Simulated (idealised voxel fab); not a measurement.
process module | voxel gate over fins
cross-section cut | 185 nm wide | cells 5 nm
A cross-section is a grid of square cells, given in bands from the top down. A band is one or more rows of cells.
Each band's line starts with the height of the band's top and of its bottom, in nm. Then come its materials from left to right, each with its width in nm. One material with "throughout" fills the band from edge to edge. "air" is empty space.
Height 0 is the level under which the wafer as received is all one material. The lowest band goes on downwards, as in "0 down".
A width such as "30 to 40" changes by the same amount from each row of cells to the next, from the band's top row to its bottom row.
"no change" after a step means that no cell of the cross-section changed.
closed voids: empty space of 8 cells or more with no open way to the top, each as width x height at its distance from the left edge, in nm
after a step's settings: what the simulator itself notes on the step
overlay nm, on a step with a mask: how far to the right of its planned place the mask lay; to the left if negative
plan
1 op RECEIVE | material Si
2 op CONFORMAL_DEP | material SiN | thk nm 5
3 op DIRECTIONAL_DEP | material aC | thk nm 15
4 op PATTERN | tone cover | mask id FINS | material resist | width nm 15 | pitch nm 45 | thk nm 35 | overlay nm 0
5 op DIRECTIONAL_ETCH | etch materials aC | depth nm 15
6 op STRIP | etch materials resist
7 op DIRECTIONAL_ETCH | etch materials SiN | depth nm 5
8 op DIRECTIONAL_ETCH | etch materials Si | depth nm 30
9 op STRIP | etch materials aC
10 op OXIDIZE | depth nm 5
11 op FILL_DEP | material SiO2 | thk nm 5
12 op CMP | height nm 5
13 op SELECTIVE_ETCH | etch materials SiO2 | depth nm 20
14 op STRIP | etch materials SiN
15 op CONFORMAL_DEP | material HfO2 | thk nm 5
16 op CONFORMAL_DEP | material TiN | thk nm 5
17 op FILL_DEP | material W | thk nm 15
18 op CMP | height nm 20
19 op CONFORMAL_DEP | material SiCN | thk nm 5
first wafer, as planned
as received, after step 1
  0 down: Si throughout
  closed voids: none
after step 2
  5 to 0: SiN throughout
  below 0: unchanged
after step 3
  20 to 5: aC throughout
  below 5: unchanged
after step 4
  55 to 20: air 40 | resist 15 | air 30 | resist 15 | air 30 | resist 15 | air 40
  below 20: unchanged
after step 5
  40 to 20: air 40 | resist 15 | air 30 | resist 15 | air 30 | resist 15 | air 40
  20 to 5: air 40 | aC 15 | air 30 | aC 15 | air 30 | aC 15 | air 40
  below 5: unchanged
after step 6
  20 to 5: air 40 | aC 15 | air 30 | aC 15 | air 30 | aC 15 | air 40
  below 5: unchanged
after step 7
  20 to 5: air 40 | aC 15 | air 30 | aC 15 | air 30 | aC 15 | air 40
  5 to 0: air 40 | SiN 15 | air 30 | SiN 15 | air 30 | SiN 15 | air 40
  below 0: unchanged
after step 8
  20 to 5: air 40 | aC 15 | air 30 | aC 15 | air 30 | aC 15 | air 40
  5 to 0: air 40 | SiN 15 | air 30 | SiN 15 | air 30 | SiN 15 | air 40
  0 to -30: air 40 | Si 15 | air 30 | Si 15 | air 30 | Si 15 | air 40
  below -30: unchanged
after step 9
  5 to 0: air 40 | SiN 15 | air 30 | SiN 15 | air 30 | SiN 15 | air 40
  below 0: unchanged
after step 10
  5 to 0: air 40 | SiN 15 | air 30 | SiN 15 | air 30 | SiN 15 | air 40
  0 to -30: air 40 | SiO2 5 | Si 5 | SiO2 5 | air 30 | SiO2 5 | Si 5 | SiO2 5 | air 30 | SiO2 5 | Si 5 | SiO2 5 | air 40
  -30 to -35: SiO2 45 | Si 5 | SiO2 40 | Si 5 | SiO2 40 | Si 5 | SiO2 45
  below -35: unchanged
after step 11
  10 to 5: SiO2 throughout
  5 to 0: SiO2 40 | SiN 15 | SiO2 30 | SiN 15 | SiO2 30 | SiN 15 | SiO2 40
  0 to -35: SiO2 45 | Si 5 | SiO2 40 | Si 5 | SiO2 40 | Si 5 | SiO2 45
  below -35: unchanged
after step 12
  5 to 0: SiO2 40 | SiN 15 | SiO2 30 | SiN 15 | SiO2 30 | SiN 15 | SiO2 40
  below 0: unchanged
after step 13
  5 to 0: air 40 | SiN 15 | air 30 | SiN 15 | air 30 | SiN 15 | air 40
  0 to -15: air 45 | Si 5 | air 40 | Si 5 | air 40 | Si 5 | air 45
  below -15: unchanged
after step 14
  0 to -15: air 45 | Si 5 | air 40 | Si 5 | air 40 | Si 5 | air 45
  below -15: unchanged
after step 15
  5 to 0: air 40 | HfO2 15 | air 30 | HfO2 15 | air 30 | HfO2 15 | air 40
  0 to -10: air 40 | HfO2 5 | Si 5 | HfO2 5 | air 30 | HfO2 5 | Si 5 | HfO2 5 | air 30 | HfO2 5 | Si 5 | HfO2 5 | air 40
  -10 to -15: HfO2 45 | Si 5 | HfO2 40 | Si 5 | HfO2 40 | Si 5 | HfO2 45
  below -15: unchanged
after step 16
  10 to 5: air 35 | TiN 25 | air 20 | TiN 25 | air 20 | TiN 25 | air 35
  5 to 0: air 35 | TiN 5 | HfO2 15 | TiN 5 | air 20 | TiN 5 | HfO2 15 | TiN 5 | air 20 | TiN 5 | HfO2 15 | TiN 5 | air 35
  0 to -5: air 35 | TiN 5 | HfO2 5 | Si 5 | HfO2 5 | TiN 5 | air 20 | TiN 5 | HfO2 5 | Si 5 | HfO2 5 | TiN 5 | air 20 | TiN 5 | HfO2 5 | Si 5 | HfO2 5 | TiN 5 | air 35
  -5 to -10: TiN 40 | HfO2 5 | Si 5 | HfO2 5 | TiN 30 | HfO2 5 | Si 5 | HfO2 5 | TiN 30 | HfO2 5 | Si 5 | HfO2 5 | TiN 40
  below -10: unchanged
after step 17
  25 to 10: W throughout
  10 to 5: W 35 | TiN 25 | W 20 | TiN 25 | W 20 | TiN 25 | W 35
  5 to 0: W 35 | TiN 5 | HfO2 15 | TiN 5 | W 20 | TiN 5 | HfO2 15 | TiN 5 | W 20 | TiN 5 | HfO2 15 | TiN 5 | W 35
  0 to -5: W 35 | TiN 5 | HfO2 5 | Si 5 | HfO2 5 | TiN 5 | W 20 | TiN 5 | HfO2 5 | Si 5 | HfO2 5 | TiN 5 | W 20 | TiN 5 | HfO2 5 | Si 5 | HfO2 5 | TiN 5 | W 35
  below -5: unchanged
after step 18
  20 to 10: W throughout
  below 10: unchanged
after step 19
  25 to 20: SiCN throughout
  below 20: unchanged
second wafer: like start, like plan, one mistake. Through step 7 it matches the first wafer
when step 8 should have ended
  20 to 5: air 40 | aC 15 | air 30 | aC 15 | air 30 | aC 15 | air 40
  5 to 0: air 40 | SiN 15 | air 30 | SiN 15 | air 30 | SiN 15 | air 40
  0 to -35: air 40 | Si 15 | air 30 | Si 15 | air 30 | Si 15 | air 40
  below -35: unchanged
when step 9 should have ended
  5 to 0: air 40 | SiN 15 | air 30 | SiN 15 | air 30 | SiN 15 | air 40
  below 0: unchanged
when step 10 should have ended
  5 to 0: air 40 | SiN 15 | air 30 | SiN 15 | air 30 | SiN 15 | air 40
  0 to -35: air 40 | SiO2 5 | Si 5 | SiO2 5 | air 30 | SiO2 5 | Si 5 | SiO2 5 | air 30 | SiO2 5 | Si 5 | SiO2 5 | air 40
  -35 to -40: SiO2 45 | Si 5 | SiO2 40 | Si 5 | SiO2 40 | Si 5 | SiO2 45
  below -40: unchanged
when step 11 should have ended
  10 to 5: SiO2 throughout
  5 to 0: SiO2 40 | SiN 15 | SiO2 30 | SiN 15 | SiO2 30 | SiN 15 | SiO2 40
  0 to -40: SiO2 45 | Si 5 | SiO2 40 | Si 5 | SiO2 40 | Si 5 | SiO2 45
  below -40: unchanged
when step 12 should have ended
  5 to 0: SiO2 40 | SiN 15 | SiO2 30 | SiN 15 | SiO2 30 | SiN 15 | SiO2 40
  below 0: unchanged
when step 13 should have ended
  5 to 0: air 40 | SiN 15 | air 30 | SiN 15 | air 30 | SiN 15 | air 40
  0 to -15: air 45 | Si 5 | air 40 | Si 5 | air 40 | Si 5 | air 45
  below -15: unchanged
when step 14 should have ended
  0 to -15: air 45 | Si 5 | air 40 | Si 5 | air 40 | Si 5 | air 45
  below -15: unchanged
when step 15 should have ended
  5 to 0: air 40 | HfO2 15 | air 30 | HfO2 15 | air 30 | HfO2 15 | air 40
  0 to -10: air 40 | HfO2 5 | Si 5 | HfO2 5 | air 30 | HfO2 5 | Si 5 | HfO2 5 | air 30 | HfO2 5 | Si 5 | HfO2 5 | air 40
  -10 to -15: HfO2 45 | Si 5 | HfO2 40 | Si 5 | HfO2 40 | Si 5 | HfO2 45
  below -15: unchanged
when step 16 should have ended
  10 to 5: air 35 | TiN 25 | air 20 | TiN 25 | air 20 | TiN 25 | air 35
  5 to 0: air 35 | TiN 5 | HfO2 15 | TiN 5 | air 20 | TiN 5 | HfO2 15 | TiN 5 | air 20 | TiN 5 | HfO2 15 | TiN 5 | air 35
  0 to -5: air 35 | TiN 5 | HfO2 5 | Si 5 | HfO2 5 | TiN 5 | air 20 | TiN 5 | HfO2 5 | Si 5 | HfO2 5 | TiN 5 | air 20 | TiN 5 | HfO2 5 | Si 5 | HfO2 5 | TiN 5 | air 35
  -5 to -10: TiN 40 | HfO2 5 | Si 5 | HfO2 5 | TiN 30 | HfO2 5 | Si 5 | HfO2 5 | TiN 30 | HfO2 5 | Si 5 | HfO2 5 | TiN 40
  below -10: unchanged
when step 17 should have ended
  25 to 10: W throughout
  10 to 5: W 35 | TiN 25 | W 20 | TiN 25 | W 20 | TiN 25 | W 35
  5 to 0: W 35 | TiN 5 | HfO2 15 | TiN 5 | W 20 | TiN 5 | HfO2 15 | TiN 5 | W 20 | TiN 5 | HfO2 15 | TiN 5 | W 35
  0 to -5: W 35 | TiN 5 | HfO2 5 | Si 5 | HfO2 5 | TiN 5 | W 20 | TiN 5 | HfO2 5 | Si 5 | HfO2 5 | TiN 5 | W 20 | TiN 5 | HfO2 5 | Si 5 | HfO2 5 | TiN 5 | W 35
  below -5: unchanged
when step 18 should have ended
  20 to 10: W throughout
  below 10: unchanged
when step 19 should have ended
  25 to 20: SiCN throughout
  below 20: unchanged
what went wrong: step 8 ran as: op DIRECTIONAL_ETCH | etch materials Si | depth nm 35
at the end the second wafer has, in cells: 34 fewer of Si | 34 more of SiO2
